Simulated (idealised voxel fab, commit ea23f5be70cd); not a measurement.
Process module heading - voxel local oxidation
Displayed cross-section: cut, width of 255 nm, square cells sized 5 nm.
A cross-section is a grid of square cells, given in bands from the top down. A band is one or more rows of cells.
The entry gives the band's vertical extent as a top height and a bottom height in nm, then its horizontal make-up as materials from left to right, each with a width in nm. "air" stands for empty space; a single material marked "edge to edge" fills the band edge to edge.
Heights are measured from 0, the level below which the as-received wafer is all one material; the lowest band has no bottom and continues downward, written as in "0 down".
Width "30 to 40": first value at the band's top row of cells, second value at its bottom row, equal change from row to row.
You'll sometimes find "identical to before" written for a step, and that's the way of saying that nowhere in the cross-section did a cell change during that step.
"Cavities, sealed": empty spaces of 8 cells or more with no open way to the top, each given as width x height at distance, distance from the left edge, all in nm.
If you see something after the settings on a step's line, that's the simulator's own remark about that step.
overlay nm: step with mask; distance mask lay right of planned place; negative value = left of planned place.
PLANNED PROCESS STEPS
1: op RECEIVE | material Si
2: op CONFORMAL_DEP | material SiO2 | thk nm 5
3: op CONFORMAL_DEP | material SiN | thk nm 15
4: op PATTERN | tone cover | mask id ACTIVE | material resist | width nm 115 | thk nm 15 | overlay nm 0
5: op DIRECTIONAL_ETCH | etch materials SiN | depth nm 15
6: op STRIP | etch materials resist
7: op SELECTIVE_ETCH | etch materials SiO2 | depth nm 5
8: op OXIDIZE | depth nm 15
9: op STRIP | etch materials SiN
STEP 1 COMPLETE: CROSS-SECTION OF THE WAFER AS RECEIVED
> 0 down  Si edge to edge
> Cavities, sealed: none
HERE'S THE CROSS-SECTION OF THE FIRST OF OUR TWO WAFERS AT THE END OF THE MODULE - IT RAN AS PLANNED
> 5 to 0  75 nm air; 105 nm SiO2; 75 nm air
> 0 to -15  90 nm SiO2; 75 nm Si; 90 nm SiO2
> -15 down  Si edge to edge
> Cavities, sealed: none
SECOND OF TWO WAFERS, MODULE COMPLETE, SECTIONED: IT SHARES THE FIRST WAFER'S START AND PLAN BUT WAS RUN WITH ONE MISTAKE
> 5 to 0  65 nm SiO2; 125 nm air; 65 nm SiO2
> 0 to -15  50 nm Si; 155 nm SiO2; 50 nm Si
> -15 down  Si edge to edge
> Cavities, sealed: none
Deviation noted in wafer processing: step 4 was processed under conditions differing from the plan, specifically as op PATTERN | tone open | mask id ACTIVE | material resist | width nm 115 | thk nm 15 | overlay nm 0
Count the cells at the end and the second wafer has more or fewer of some materials than the first: +15 Si, -10 SiO2
